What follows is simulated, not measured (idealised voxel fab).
process module | voxel transistor to metal
cross-section cut | 160 nm wide | cells 5 nm
A cross-section is a grid of square cells, given in bands from the top down. A band is one or more rows of cells.
Each band's line starts with the height of the band's top and of its bottom, in nm. Then come its materials from left to right, each with its width in nm. One material with "throughout" fills the band from edge to edge. "air" is empty space.
Height 0 is the level under which the wafer as received is all one material. The lowest band goes on downwards, as in "0 down".
A width such as "30 to 40" changes by the same amount from each row of cells to the next, from the band's top row to its bottom row.
"no change" after a step means that no cell of the cross-section changed.
closed voids: empty space of 8 cells or more with no open way to the top, each as width x height at its distance from the left edge, in nm
after a step's settings: what the simulator itself notes on the step
overlay nm, on a step with a mask: how far to the right of its planned place the mask lay; to the left if negative
Each pair below shows a cross-section before one step and the cross-section after it, down to the lowest band that changed. The line under each pair gives the step between them, with its settings. The pairs can come from different runs of this module on the same starting wafer, so a pair continues from the pair above only where its "before" says so.
before
  0 down: Si throughout
  closed voids: none
after
  0 to -5: SiO2 throughout
  below -5: unchanged
  closed voids: none
the step between: op OXIDIZE | depth nm 5
before: the cross-section after the pair above
after
  10 to 0: SiN throughout
  below 0: unchanged
  closed voids: none
the step between: op CONFORMAL_DEP | material SiN | thk nm 10
before: the cross-section after the pair above
after
  10 to 0: air 25 | SiN 110 | air 25
  below 0: unchanged
  closed voids: none
the step between: op MASKED_ETCH | tone cover | mask id ACTIVE | width nm 110 | etch materials SiN | depth nm 10 | overlay nm 0
before: the cross-section after the pair above
after
  10 to 0: air 25 | SiN 110 | air 25
  0 to -5: air 25 | SiO2 110 | air 25
  below -5: unchanged
  closed voids: none
the step between: op MASKED_ETCH | tone cover | mask id ACTIVE | width nm 110 | etch materials SiO2 | depth nm 5 | overlay nm 0
before: the cross-section after the pair above
after
  10 to 0: air 25 | SiN 110 | air 25
  0 to -5: air 25 | SiO2 110 | air 25
  -5 to -40: air 25 | Si 110 | air 25
  below -40: unchanged
  closed voids: none
the step between: op MASKED_ETCH | tone cover | mask id ACTIVE | width nm 110 | etch materials Si | depth nm 35 | overlay nm 0
before: the cross-section after the pair above
after
  25 to 10: SiO2 throughout
  10 to 0: SiO2 25 | SiN 110 | SiO2 25
  0 to -5: SiO2 throughout
  -5 to -40: SiO2 25 | Si 110 | SiO2 25
  below -40: unchanged
  closed voids: none
the step between: op FILL_DEP | material SiO2 | thk nm 15
before: the cross-section after the pair above
after
  10 to 0: SiO2 25 | SiN 110 | SiO2 25
  below 0: unchanged
  closed voids: none
the step between: op CMP | height nm 10
before: the cross-section after the pair above
after
  10 to 5: air 25 | SiN 110 | air 25
  below 5: unchanged
  closed voids: none
the step between: op SELECTIVE_ETCH | etch materials SiO2 | depth nm 5
before: the cross-section after the pair above
after
  5 to 0: SiO2 25 | air 110 | SiO2 25
  below 0: unchanged
  closed voids: none
the step between: op STRIP | etch materials SiN
before: the cross-section after the pair above
after
  0 to -5: SiO2 20 | air 120 | SiO2 20
  below -5: unchanged
  closed voids: none
the step between: op SELECTIVE_ETCH | etch materials SiO2 | depth nm 5
before: the cross-section after the pair above
after
  0 to -5: SiO2 20 | air 120 | SiO2 20
  -5 to -10: SiO2 throughout
  below -10: unchanged
  closed voids: none
the step between: op OXIDIZE | depth nm 5
before: the cross-section after the pair above
after
  30 to 25: polySi 20 | air 120 | polySi 20
  25 to 0: polySi throughout
  0 to -5: SiO2 20 | polySi 120 | SiO2 20
  below -5: unchanged
  closed voids: none
the step between: op DIRECTIONAL_DEP | material polySi | thk nm 30
before: the cross-section after the pair above
after
  45 to 40: SiCN 20 | air 120 | SiCN 20
  40 to 30: SiCN throughout
  30 to 25: polySi 20 | SiCN 120 | polySi 20
  below 25: unchanged
  closed voids: none
the step between: op DIRECTIONAL_DEP | material SiCN | thk nm 15
before: the cross-section after the pair above
after
  60 to 55: aC 20 | air 120 | aC 20
  55 to 45: aC throughout
  45 to 40: SiCN 20 | aC 120 | SiCN 20
  below 40: unchanged
  closed voids: none
the step between: op DIRECTIONAL_DEP | material aC | thk nm 15
before: the cross-section after the pair above
after
  90 to 60: air 70 | resist 20 | air 70
  60 to 55: aC 20 | air 50 | resist 20 | air 50 | aC 20
  below 55: unchanged
  closed voids: none
the step between: op PATTERN | tone cover | mask id GATE | material resist | width nm 20 | thk nm 30 | overlay nm 0
before: the cross-section after the pair above
after
  75 to 55: air 70 | resist 20 | air 70
  55 to 45: air 70 | aC 20 | air 70
  45 to 40: SiCN 20 | air 50 | aC 20 | air 50 | SiCN 20
  below 40: unchanged
  closed voids: none
the step between: op DIRECTIONAL_ETCH | etch materials aC | depth nm 15
before: the cross-section after the pair above
after
  55 to 45: air 70 | aC 20 | air 70
  below 45: unchanged
  closed voids: none
the step between: op STRIP | etch materials resist
before: the cross-section after the pair above
after
  55 to 40: air 70 | aC 20 | air 70
  40 to 30: air 70 | SiCN 20 | air 70
  30 to 25: polySi 20 | air 50 | SiCN 20 | air 50 | polySi 20
  below 25: unchanged
  closed voids: none
the step between: op DIRECTIONAL_ETCH | etch materials SiCN | depth nm 25
before: the cross-section after the pair above
after
  55 to 40: air 70 | aC 20 | air 70
  40 to 25: air 70 | SiCN 20 | air 70
  25 to 0: air 70 | polySi 20 | air 70
  0 to -5: SiO2 20 | air 50 | polySi 20 | air 50 | SiO2 20
  below -5: unchanged
  closed voids: none
the step between: op DIRECTIONAL_ETCH | etch materials polySi | depth nm 40
before: the cross-section after the pair above
after
  40 to 25: air 70 | SiCN 20 | air 70
  below 25: unchanged
  closed voids: none
the step between: op STRIP | etch materials aC
before: the cross-section after the pair above
after
  45 to 40: air 65 | SiO2 30 | air 65
  40 to 25: air 65 | SiO2 5 | SiCN 20 | SiO2 5 | air 65
  25 to 5: air 65 | SiO2 5 | polySi 20 | SiO2 5 | air 65
  5 to 0: SiO2 25 | air 40 | SiO2 5 | polySi 20 | SiO2 5 | air 40 | SiO2 25
  0 to -5: SiO2 70 | polySi 20 | SiO2 70
  below -5: unchanged
  closed voids: none
the step between: op CONFORMAL_DEP | material SiO2 | thk nm 5
before: the cross-section after the pair above
after
  40 to 25: air 65 | SiO2 5 | SiCN 20 | SiO2 5 | air 65
  25 to 0: air 65 | SiO2 5 | polySi 20 | SiO2 5 | air 65
  0 to -5: SiO2 25 | air 40 | SiO2 5 | polySi 20 | SiO2 5 | air 40 | SiO2 25
  below -5: unchanged
  closed voids: none
the step between: op DIRECTIONAL_ETCH | etch materials SiO2 | depth nm 5
before: the cross-section after the pair above
after
  45 to 40: air 60 | SiN 40 | air 60
  40 to 25: air 60 | SiN 5 | SiO2 5 | SiCN 20 | SiO2 5 | SiN 5 | air 60
  25 to 5: air 60 | SiN 5 | SiO2 5 | polySi 20 | SiO2 5 | SiN 5 | air 60
  5 to 0: SiN 30 | air 30 | SiN 5 | SiO2 5 | polySi 20 | SiO2 5 | SiN 5 | air 30 | SiN 30
  0 to -5: SiO2 25 | SiN 40 | SiO2 5 | polySi 20 | SiO2 5 | SiN 40 | SiO2 25
  below -5: unchanged
  closed voids: none
the step between: op CONFORMAL_DEP | material SiN | thk nm 5
before: the cross-section after the pair above
after
  40 to 25: air 60 | SiN 5 | SiO2 5 | SiCN 20 | SiO2 5 | SiN 5 | air 60
  25 to 0: air 60 | SiN 5 | SiO2 5 | polySi 20 | SiO2 5 | SiN 5 | air 60
  0 to -5: SiO2 25 | SiN 5 | air 30 | SiN 5 | SiO2 5 | polySi 20 | SiO2 5 | SiN 5 | air 30 | SiN 5 | SiO2 25
  below -5: unchanged
  closed voids: none
the step between: op DIRECTIONAL_ETCH | etch materials SiN | depth nm 5
before: the cross-section after the pair above
after
  40 to 35: air 60 | SiN 5 | air 5 | SiCN 20 | air 5 | SiN 5 | air 60
  35 to 25: air 60 | SiN 5 | SiO2 5 | SiCN 20 | SiO2 5 | SiN 5 | air 60
  25 to 0: air 60 | SiN 5 | SiO2 5 | polySi 20 | SiO2 5 | SiN 5 | air 60
  0 to -5: air 25 | SiN 5 | air 30 | SiN 5 | SiO2 5 | polySi 20 | SiO2 5 | SiN 5 | air 30 | SiN 5 | air 25
  -5 to -10: SiO2 30 | air 30 | SiO2 40 | air 30 | SiO2 30
  below -10: unchanged
  closed voids: none
the step between: op DIRECTIONAL_ETCH | etch materials SiO2 | depth nm 5
before: the cross-section after the pair above
after
  40 to 35: air 60 | SiN 5 | air 5 | SiCN 20 | air 5 | SiN 5 | air 60
  35 to 25: air 60 | SiN 5 | SiO2 5 | SiCN 20 | SiO2 5 | SiN 5 | air 60
  25 to 0: air 60 | SiN 5 | SiO2 5 | polySi 20 | SiO2 5 | SiN 5 | air 60
  0 to -5: air 25 | SiN 5 | air 30 | SiN 5 | SiO2 5 | polySi 20 | SiO2 5 | SiN 5 | air 30 | SiN 5 | air 25
  -5 to -10: SiO2 30 | air 30 | SiO2 40 | air 30 | SiO2 30
  -10 to -20: SiO2 25 | Si 5 | air 30 | Si 40 | air 30 | Si 5 | SiO2 25
  below -20: unchanged
  closed voids: none
the step between: op DIRECTIONAL_ETCH | etch materials Si | depth nm 10
before: the cross-section after the pair above
after
  40 to 35: air 60 | SiN 5 | air 5 | SiCN 20 | air 5 | SiN 5 | air 60
  35 to 25: air 60 | SiN 5 | SiO2 5 | SiCN 20 | SiO2 5 | SiN 5 | air 60
  25 to 5: air 60 | SiN 5 | SiO2 5 | polySi 20 | SiO2 5 | SiN 5 | air 60
  5 to 0: air 25 | SiGe 35 | SiN 5 | SiO2 5 | polySi 20 | SiO2 5 | SiN 5 | SiGe 35 | air 25
  0 to -5: air 25 | SiN 5 | SiGe 30 | SiN 5 | SiO2 5 | polySi 20 | SiO2 5 | SiN 5 | SiGe 30 | SiN 5 | air 25
  -5 to -10: SiO2 30 | SiGe 30 | SiO2 40 | SiGe 30 | SiO2 30
  -10 to -20: SiO2 25 | Si 5 | SiGe 30 | Si 40 | SiGe 30 | Si 5 | SiO2 25
  below -20: unchanged
  closed voids: none
the step between: op EPI | material SiGe | thk nm 15
before: the cross-section after the pair above
after
  45 to 40: SiO2 throughout
  40 to 25: SiO2 60 | SiN 5 | SiO2 5 | SiCN 20 | SiO2 5 | SiN 5 | SiO2 60
  25 to 5: SiO2 60 | SiN 5 | SiO2 5 | polySi 20 | SiO2 5 | SiN 5 | SiO2 60
  5 to 0: SiO2 25 | SiGe 35 | SiN 5 | SiO2 5 | polySi 20 | SiO2 5 | SiN 5 | SiGe 35 | SiO2 25
  0 to -5: SiO2 25 | SiN 5 | SiGe 30 | SiN 5 | SiO2 5 | polySi 20 | SiO2 5 | SiN 5 | SiGe 30 | SiN 5 | SiO2 25
  below -5: unchanged
  closed voids: none
the step between: op FILL_DEP | material SiO2 | thk nm 5
before: the cross-section after the pair above
after
  40 to 25: SiO2 60 | SiN 5 | SiO2 5 | SiCN 20 | SiO2 5 | SiN 5 | SiO2 60
  below 25: unchanged
  closed voids: none
the step between: op CMP | height nm 40
before: the cross-section after the pair above
after
  50 to 40: SiO2 throughout
  below 40: unchanged
  closed voids: none
the step between: op DIRECTIONAL_DEP | material SiO2 | thk nm 10
before: the cross-section after the pair above
after
  60 to 50: aC throughout
  below 50: unchanged
  closed voids: none
the step between: op DIRECTIONAL_DEP | material aC | thk nm 10
before: the cross-section after the pair above
after
  90 to 60: resist 35 | air 20 | resist 50 | air 20 | resist 35
  below 60: unchanged
  closed voids: none
the step between: op PATTERN | tone open | mask id CONTACT | material resist | width nm 20 | pitch nm 70 | thk nm 30 | overlay nm 0
before: the cross-section after the pair above
after
  80 to 60: resist 35 | air 20 | resist 50 | air 20 | resist 35
  60 to 50: aC 35 | air 20 | aC 50 | air 20 | aC 35
  below 50: unchanged
  closed voids: none
the step between: op DIRECTIONAL_ETCH | etch materials aC | depth nm 10
before: the cross-section after the pair above
after
  60 to 50: aC 35 | air 20 | aC 50 | air 20 | aC 35
  below 50: unchanged
  closed voids: none
the step between: op STRIP | etch materials resist
before: the cross-section after the pair above
after
  60 to 50: aC 35 | air 20 | aC 50 | air 20 | aC 35
  50 to 40: SiO2 35 | air 20 | SiO2 50 | air 20 | SiO2 35
  40 to 25: SiO2 35 | air 20 | SiO2 5 | SiN 5 | SiO2 5 | SiCN 20 | SiO2 5 | SiN 5 | SiO2 5 | air 20 | SiO2 35
  25 to 5: SiO2 35 | air 20 | SiO2 5 | SiN 5 | SiO2 5 | polySi 20 | SiO2 5 | SiN 5 | SiO2 5 | air 20 | SiO2 35
  below 5: unchanged
  closed voids: none
the step between: op DIRECTIONAL_ETCH | etch materials SiO2 | depth nm 45
before: the cross-section after the pair above
after
  50 to 40: SiO2 35 | air 20 | SiO2 50 | air 20 | SiO2 35
  below 40: unchanged
  closed voids: none
the step between: op STRIP | etch materials aC
before: the cross-section after the pair above
after
  55 to 50: TiN 40 | air 10 | TiN 60 | air 10 | TiN 40
  50 to 40: SiO2 35 | TiN 5 | air 10 | TiN 5 | SiO2 50 | TiN 5 | air 10 | TiN 5 | SiO2 35
  40 to 25: SiO2 35 | TiN 5 | air 10 | TiN 5 | SiO2 5 | SiN 5 | SiO2 5 | SiCN 20 | SiO2 5 | SiN 5 | SiO2 5 | TiN 5 | air 10 | TiN 5 | SiO2 35
  25 to 10: SiO2 35 | TiN 5 | air 10 | TiN 5 | SiO2 5 | SiN 5 | SiO2 5 | polySi 20 | SiO2 5 | SiN 5 | SiO2 5 | TiN 5 | air 10 | TiN 5 | SiO2 35
  10 to 5: SiO2 35 | TiN 20 | SiO2 5 | SiN 5 | SiO2 5 | polySi 20 | SiO2 5 | SiN 5 | SiO2 5 | TiN 20 | SiO2 35
  below 5: unchanged
  closed voids: none
the step between: op CONFORMAL_DEP | material TiN | thk nm 5
before: the cross-section after the pair above
after
  65 to 55: W throughout
  55 to 50: TiN 40 | W 10 | TiN 60 | W 10 | TiN 40
  50 to 40: SiO2 35 | TiN 5 | W 10 | TiN 5 | SiO2 50 | TiN 5 | W 10 | TiN 5 | SiO2 35
  40 to 25: SiO2 35 | TiN 5 | W 10 | TiN 5 | SiO2 5 | SiN 5 | SiO2 5 | SiCN 20 | SiO2 5 | SiN 5 | SiO2 5 | TiN 5 | W 10 | TiN 5 | SiO2 35
  25 to 10: SiO2 35 | TiN 5 | W 10 | TiN 5 | SiO2 5 | SiN 5 | SiO2 5 | polySi 20 | SiO2 5 | SiN 5 | SiO2 5 | TiN 5 | W 10 | TiN 5 | SiO2 35
  below 10: unchanged
  closed voids: none
the step between: op FILL_DEP | material W | thk nm 10
before: the cross-section after the pair above
after
  50 to 40: SiO2 35 | TiN 5 | W 10 | TiN 5 | SiO2 50 | TiN 5 | W 10 | TiN 5 | SiO2 35
  below 40: unchanged
  closed voids: none
the step between: op CMP | height nm 50
before: the cross-section after the pair above
after
  55 to 50: SiCN throughout
  below 50: unchanged
  closed voids: none
the step between: op CONFORMAL_DEP | material SiCN | thk nm 5
before: the cross-section after the pair above
after
  70 to 55: lowk throughout
  below 55: unchanged
  closed voids: none
the step between: op DIRECTIONAL_DEP | material lowk | thk nm 15
before: the cross-section after the pair above
after
  85 to 70: aC throughout
  below 70: unchanged
  closed voids: none
the step between: op DIRECTIONAL_DEP | material aC | thk nm 15
before: the cross-section after the pair above
after
  120 to 85: resist 35 | air 20 | resist 50 | air 20 | resist 35
  below 85: unchanged
  closed voids: none
the step between: op PATTERN | tone open | mask id METAL_1 | material resist | width nm 20 | pitch nm 70 | thk nm 35 | overlay nm 0
before: the cross-section after the pair above
after
  105 to 85: resist 35 | air 20 | resist 50 | air 20 | resist 35
  85 to 70: aC 35 | air 20 | aC 50 | air 20 | aC 35
  below 70: unchanged
  closed voids: none
the step between: op DIRECTIONAL_ETCH | etch materials aC | depth nm 15
before: the cross-section after the pair above
after
  85 to 70: aC 35 | air 20 | aC 50 | air 20 | aC 35
  below 70: unchanged
  closed voids: none
the step between: op STRIP | etch materials resist
before: the cross-section after the pair above
after
  85 to 70: aC 35 | air 20 | aC 50 | air 20 | aC 35
  70 to 55: lowk 35 | air 20 | lowk 50 | air 20 | lowk 35
  below 55: unchanged
  closed voids: none
the step between: op DIRECTIONAL_ETCH | etch materials lowk | depth nm 15
before: the cross-section after the pair above
after
  85 to 70: aC 35 | air 20 | aC 50 | air 20 | aC 35
  70 to 55: lowk 35 | air 20 | lowk 50 | air 20 | lowk 35
  55 to 50: SiCN 35 | air 20 | SiCN 50 | air 20 | SiCN 35
  below 50: unchanged
  closed voids: none
the step between: op DIRECTIONAL_ETCH | etch materials SiCN | depth nm 5
before: the cross-section after the pair above
after
  70 to 55: lowk 35 | air 20 | lowk 50 | air 20 | lowk 35
  below 55: unchanged
  closed voids: none
the step between: op STRIP | etch materials aC
before: the cross-section after the pair above
after
  75 to 70: TiN 40 | air 10 | TiN 60 | air 10 | TiN 40
  70 to 55: lowk 35 | TiN 5 | air 10 | TiN 5 | lowk 50 | TiN 5 | air 10 | TiN 5 | lowk 35
  55 to 50: SiCN 35 | TiN 20 | SiCN 50 | TiN 20 | SiCN 35
  below 50: unchanged
  closed voids: none
the step between: op CONFORMAL_DEP | material TiN | thk nm 5
before: the cross-section after the pair above
after
  80 to 75: Cu throughout
  75 to 70: TiN 40 | Cu 10 | TiN 60 | Cu 10 | TiN 40
  70 to 55: lowk 35 | TiN 5 | Cu 10 | TiN 5 | lowk 50 | TiN 5 | Cu 10 | TiN 5 | lowk 35
  below 55: unchanged
  closed voids: none
the step between: op FILL_DEP | material Cu | thk nm 5
before: the cross-section after the pair above
after
  70 to 55: lowk 35 | TiN 5 | Cu 10 | TiN 5 | lowk 50 | TiN 5 | Cu 10 | TiN 5 | lowk 35
  below 55: unchanged
  closed voids: none
the step between: op CMP | height nm 70
before: the cross-section after the pair above
after
  75 to 70: SiCN throughout
  below 70: unchanged
  closed voids: none
the step between: op CONFORMAL_DEP | material SiCN | thk nm 5
before: the cross-section after the pair above
after
  105 to 75: SiO2 throughout
  below 75: unchanged
  closed voids: none
the step between: op DIRECTIONAL_DEP | material SiO2 | thk nm 30
before: the cross-section after the pair above
after
  105 to 85: SiO2 35 | air 20 | SiO2 50 | air 20 | SiO2 35
  below 85: unchanged
  closed voids: none
the step between: op MASKED_ETCH | tone open | mask id METAL_2 | width nm 20 | pitch nm 70 | etch materials SiO2 | depth nm 20 | overlay nm 0
before: the cross-section after the pair above
after
  120 to 105: resist 35 | air 15 | resist 55 | air 15 | resist 40
  105 to 85: SiO2 35 | air 15 | resist 5 | SiO2 50 | air 15 | resist 5 | SiO2 35
  below 85: unchanged
  closed voids: none
the step between: op PATTERN | tone open | mask id METAL_2_HOLES | material resist | width nm 15 | pitch nm 70 | thk nm 15 | overlay nm 0
before: the cross-section after the pair above
after
  120 to 105: resist 35 | air 15 | resist 55 | air 15 | resist 40
  105 to 85: SiO2 35 | air 15 | resist 5 | SiO2 50 | air 15 | resist 5 | SiO2 35
  85 to 75: SiO2 35 | air 15 | SiO2 55 | air 15 | SiO2 40
  below 75: unchanged
  closed voids: none
the step between: op DIRECTIONAL_ETCH | etch materials SiO2 | depth nm 10
before: the cross-section after the pair above
after
  120 to 105: resist 35 | air 15 | resist 55 | air 15 | resist 40
  105 to 85: SiO2 35 | air 15 | resist 5 | SiO2 50 | air 15 | resist 5 | SiO2 35
  85 to 75: SiO2 35 | air 15 | SiO2 55 | air 15 | SiO2 40
  75 to 70: SiCN 35 | air 15 | SiCN 55 | air 15 | SiCN 40
  below 70: unchanged
  closed voids: none
the step between: op DIRECTIONAL_ETCH | etch materials SiCN | depth nm 5
before: the cross-section after the pair above
after
  105 to 85: SiO2 35 | air 20 | SiO2 50 | air 20 | SiO2 35
  below 85: unchanged
  closed voids: none
the step between: op STRIP | etch materials resist
before: the cross-section after the pair above
after
  110 to 105: TiN 40 | air 10 | TiN 60 | air 10 | TiN 40
  105 to 90: SiO2 35 | TiN 5 | air 10 | TiN 5 | SiO2 50 | TiN 5 | air 10 | TiN 5 | SiO2 35
  90 to 85: SiO2 35 | TiN 5 | air 5 | TiN 10 | SiO2 50 | TiN 5 | air 5 | TiN 10 | SiO2 35
  85 to 75: SiO2 35 | TiN 5 | air 5 | TiN 5 | SiO2 55 | TiN 5 | air 5 | TiN 5 | SiO2 40
  75 to 70: SiCN 35 | TiN 15 | SiCN 55 | TiN 15 | SiCN 40
  below 70: unchanged
  closed voids: none
the step between: op CONFORMAL_DEP | material TiN | thk nm 5
before: the cross-section after the pair above
after
  115 to 110: Cu throughout
  110 to 105: TiN 40 | Cu 10 | TiN 60 | Cu 10 | TiN 40
  105 to 90: SiO2 35 | TiN 5 | Cu 10 | TiN 5 | SiO2 50 | TiN 5 | Cu 10 | TiN 5 | SiO2 35
  90 to 85: SiO2 35 | TiN 5 | Cu 5 | TiN 10 | SiO2 50 | TiN 5 | Cu 5 | TiN 10 | SiO2 35
  85 to 75: SiO2 35 | TiN 5 | Cu 5 | TiN 5 | SiO2 55 | TiN 5 | Cu 5 | TiN 5 | SiO2 40
  below 75: unchanged
  closed voids: none
the step between: op FILL_DEP | material Cu | thk nm 5
before: the cross-section after the pair above
after
  105 to 90: SiO2 35 | TiN 5 | Cu 10 | TiN 5 | SiO2 50 | TiN 5 | Cu 10 | TiN 5 | SiO2 35
  below 90: unchanged
  closed voids: none
the step between: op CMP | height nm 105
before: the cross-section after the pair above
after
  110 to 105: SiN throughout
  below 105: unchanged
  closed voids: none
the step between: op CONFORMAL_DEP | material SiN | thk nm 5
before
  40 to 25: air 65 | SiO2 5 | SiCN 20 | SiO2 5 | air 65
  25 to 0: air 65 | SiO2 5 | polySi 20 | SiO2 5 | air 65
  0 to -5: SiO2 25 | air 40 | SiO2 5 | polySi 20 | SiO2 5 | air 40 | SiO2 25
  -5 to -10: SiO2 throughout
  -10 to -40: SiO2 25 | Si 110 | SiO2 25
  -40 down: Si throughout
  closed voids: none
after
  40 to 35: air 70 | SiCN 20 | air 70
  35 to 25: air 65 | SiO2 5 | SiCN 20 | SiO2 5 | air 65
  25 to -5: air 65 | SiO2 5 | polySi 20 | SiO2 5 | air 65
  -5 to -10: SiO2 25 | air 40 | SiO2 30 | air 40 | SiO2 25
  below -10: unchanged
  closed voids: none
the step between: op DIRECTIONAL_ETCH | etch materials SiO2 | depth nm 5
before: the cross-section after the pair above
after
  40 to 35: air 70 | SiCN 20 | air 70
  35 to 25: air 65 | SiO2 5 | SiCN 20 | SiO2 5 | air 65
  25 to -5: air 65 | SiO2 5 | polySi 20 | SiO2 5 | air 65
  -5 to -10: SiO2 25 | air 40 | SiO2 30 | air 40 | SiO2 25
  -10 to -20: SiO2 25 | air 40 | Si 30 | air 40 | SiO2 25
  below -20: unchanged
  closed voids: none
the step between: op DIRECTIONAL_ETCH | etch materials Si | depth nm 10
before: the cross-section after the pair above
after
  40 to 35: air 70 | SiCN 20 | air 70
  35 to 25: air 65 | SiO2 5 | SiCN 20 | SiO2 5 | air 65
  25 to 5: air 65 | SiO2 5 | polySi 20 | SiO2 5 | air 65
  5 to -5: air 50 | SiGe 15 | SiO2 5 | polySi 20 | SiO2 5 | SiGe 15 | air 50
  -5 to -10: SiO2 25 | SiGe 40 | SiO2 30 | SiGe 40 | SiO2 25
  -10 to -20: SiO2 25 | SiGe 40 | Si 30 | SiGe 40 | SiO2 25
  below -20: unchanged
  closed voids: none
the step between: op EPI | material SiGe | thk nm 15
before: the cross-section after the pair above
after
  45 to 40: SiO2 throughout
  40 to 25: SiO2 70 | SiCN 20 | SiO2 70
  25 to 5: SiO2 70 | polySi 20 | SiO2 70
  5 to -5: SiO2 50 | SiGe 15 | SiO2 5 | polySi 20 | SiO2 5 | SiGe 15 | SiO2 50
  below -5: unchanged
  closed voids: none
the step between: op FILL_DEP | material SiO2 | thk nm 5
before: the cross-section after the pair above
after
  40 to 25: SiO2 70 | SiCN 20 | SiO2 70
  below 25: unchanged
  closed voids: none
the step between: op CMP | height nm 40
before: the cross-section after the pair above
after
  50 to 40: SiO2 throughout
  below 40: unchanged
  closed voids: none
the step between: op DIRECTIONAL_DEP | material SiO2 | thk nm 10
before: the cross-section after the pair above
after
  60 to 50: aC throughout
  below 50: unchanged
  closed voids: none
the step between: op DIRECTIONAL_DEP | material aC | thk nm 10
before: the cross-section after the pair above
after
  90 to 60: resist 35 | air 20 | resist 50 | air 20 | resist 35
  below 60: unchanged
  closed voids: none
the step between: op PATTERN | tone open | mask id CONTACT | material resist | width nm 20 | pitch nm 70 | thk nm 30 | overlay nm 0
before: the cross-section after the pair above
after
  80 to 60: resist 35 | air 20 | resist 50 | air 20 | resist 35
  60 to 50: aC 35 | air 20 | aC 50 | air 20 | aC 35
  below 50: unchanged
  closed voids: none
the step between: op DIRECTIONAL_ETCH | etch materials aC | depth nm 10
before: the cross-section after the pair above
after
  60 to 50: aC 35 | air 20 | aC 50 | air 20 | aC 35
  below 50: unchanged
  closed voids: none
the step between: op STRIP | etch materials resist
before: the cross-section after the pair above
after
  60 to 50: aC 35 | air 20 | aC 50 | air 20 | aC 35
  50 to 40: SiO2 35 | air 20 | SiO2 50 | air 20 | SiO2 35
  40 to 25: SiO2 35 | air 20 | SiO2 15 | SiCN 20 | SiO2 15 | air 20 | SiO2 35
  25 to 5: SiO2 35 | air 20 | SiO2 15 | polySi 20 | SiO2 15 | air 20 | SiO2 35
  below 5: unchanged
  closed voids: none
the step between: op DIRECTIONAL_ETCH | etch materials SiO2 | depth nm 45
before: the cross-section after the pair above
after
  50 to 40: SiO2 35 | air 20 | SiO2 50 | air 20 | SiO2 35
  below 40: unchanged
  closed voids: none
the step between: op STRIP | etch materials aC
before: the cross-section after the pair above
after
  55 to 50: TiN 40 | air 10 | TiN 60 | air 10 | TiN 40
  50 to 40: SiO2 35 | TiN 5 | air 10 | TiN 5 | SiO2 50 | TiN 5 | air 10 | TiN 5 | SiO2 35
  40 to 25: SiO2 35 | TiN 5 | air 10 | TiN 5 | SiO2 15 | SiCN 20 | SiO2 15 | TiN 5 | air 10 | TiN 5 | SiO2 35
  25 to 10: SiO2 35 | TiN 5 | air 10 | TiN 5 | SiO2 15 | polySi 20 | SiO2 15 | TiN 5 | air 10 | TiN 5 | SiO2 35
  10 to 5: SiO2 35 | TiN 20 | SiO2 15 | polySi 20 | SiO2 15 | TiN 20 | SiO2 35
  below 5: unchanged
  closed voids: none
the step between: op CONFORMAL_DEP | material TiN | thk nm 5
before: the cross-section after the pair above
after
  65 to 55: W throughout
  55 to 50: TiN 40 | W 10 | TiN 60 | W 10 | TiN 40
  50 to 40: SiO2 35 | TiN 5 | W 10 | TiN 5 | SiO2 50 | TiN 5 | W 10 | TiN 5 | SiO2 35
  40 to 25: SiO2 35 | TiN 5 | W 10 | TiN 5 | SiO2 15 | SiCN 20 | SiO2 15 | TiN 5 | W 10 | TiN 5 | SiO2 35
  25 to 10: SiO2 35 | TiN 5 | W 10 | TiN 5 | SiO2 15 | polySi 20 | SiO2 15 | TiN 5 | W 10 | TiN 5 | SiO2 35
  below 10: unchanged
  closed voids: none
the step between: op FILL_DEP | material W | thk nm 10
before: the cross-section after the pair above
after
  50 to 40: SiO2 35 | TiN 5 | W 10 | TiN 5 | SiO2 50 | TiN 5 | W 10 | TiN 5 | SiO2 35
  below 40: unchanged
  closed voids: none
the step between: op CMP | height nm 50
before: the cross-section after the pair above
after
  55 to 50: SiCN throughout
  below 50: unchanged
  closed voids: none
the step between: op CONFORMAL_DEP | material SiCN | thk nm 5
before: the cross-section after the pair above
after
  70 to 55: lowk throughout
  below 55: unchanged
  closed voids: none
the step between: op DIRECTIONAL_DEP | material lowk | thk nm 15
before: the cross-section after the pair above
after
  85 to 70: aC throughout
  below 70: unchanged
  closed voids: none
the step between: op DIRECTIONAL_DEP | material aC | thk nm 15
before: the cross-section after the pair above
after
  120 to 85: resist 35 | air 20 | resist 50 | air 20 | resist 35
  below 85: unchanged
  closed voids: none
the step between: op PATTERN | tone open | mask id METAL_1 | material resist | width nm 20 | pitch nm 70 | thk nm 35 | overlay nm 0
before: the cross-section after the pair above
after
  105 to 85: resist 35 | air 20 | resist 50 | air 20 | resist 35
  85 to 70: aC 35 | air 20 | aC 50 | air 20 | aC 35
  below 70: unchanged
  closed voids: none
the step between: op DIRECTIONAL_ETCH | etch materials aC | depth nm 15
before: the cross-section after the pair above
after
  85 to 70: aC 35 | air 20 | aC 50 | air 20 | aC 35
  below 70: unchanged
  closed voids: none
the step between: op STRIP | etch materials resist
before: the cross-section after the pair above
after
  85 to 70: aC 35 | air 20 | aC 50 | air 20 | aC 35
  70 to 55: lowk 35 | air 20 | lowk 50 | air 20 | lowk 35
  below 55: unchanged
  closed voids: none
the step between: op DIRECTIONAL_ETCH | etch materials lowk | depth nm 15
before: the cross-section after the pair above
after
  85 to 70: aC 35 | air 20 | aC 50 | air 20 | aC 35
  70 to 55: lowk 35 | air 20 | lowk 50 | air 20 | lowk 35
  55 to 50: SiCN 35 | air 20 | SiCN 50 | air 20 | SiCN 35
  below 50: unchanged
  closed voids: none
the step between: op DIRECTIONAL_ETCH | etch materials SiCN | depth nm 5
before: the cross-section after the pair above
after
  70 to 55: lowk 35 | air 20 | lowk 50 | air 20 | lowk 35
  below 55: unchanged
  closed voids: none
the step between: op STRIP | etch materials aC
before: the cross-section after the pair above
after
  75 to 70: TiN 40 | air 10 | TiN 60 | air 10 | TiN 40
  70 to 55: lowk 35 | TiN 5 | air 10 | TiN 5 | lowk 50 | TiN 5 | air 10 | TiN 5 | lowk 35
  55 to 50: SiCN 35 | TiN 20 | SiCN 50 | TiN 20 | SiCN 35
  below 50: unchanged
  closed voids: none
the step between: op CONFORMAL_DEP | material TiN | thk nm 5
before: the cross-section after the pair above
after
  80 to 75: Cu throughout
  75 to 70: TiN 40 | Cu 10 | TiN 60 | Cu 10 | TiN 40
  70 to 55: lowk 35 | TiN 5 | Cu 10 | TiN 5 | lowk 50 | TiN 5 | Cu 10 | TiN 5 | lowk 35
  below 55: unchanged
  closed voids: none
the step between: op FILL_DEP | material Cu | thk nm 5
before: the cross-section after the pair above
after
  70 to 55: lowk 35 | TiN 5 | Cu 10 | TiN 5 | lowk 50 | TiN 5 | Cu 10 | TiN 5 | lowk 35
  below 55: unchanged
  closed voids: none
the step between: op CMP | height nm 70
before: the cross-section after the pair above
after
  75 to 70: SiCN throughout
  below 70: unchanged
  closed voids: none
the step between: op CONFORMAL_DEP | material SiCN | thk nm 5
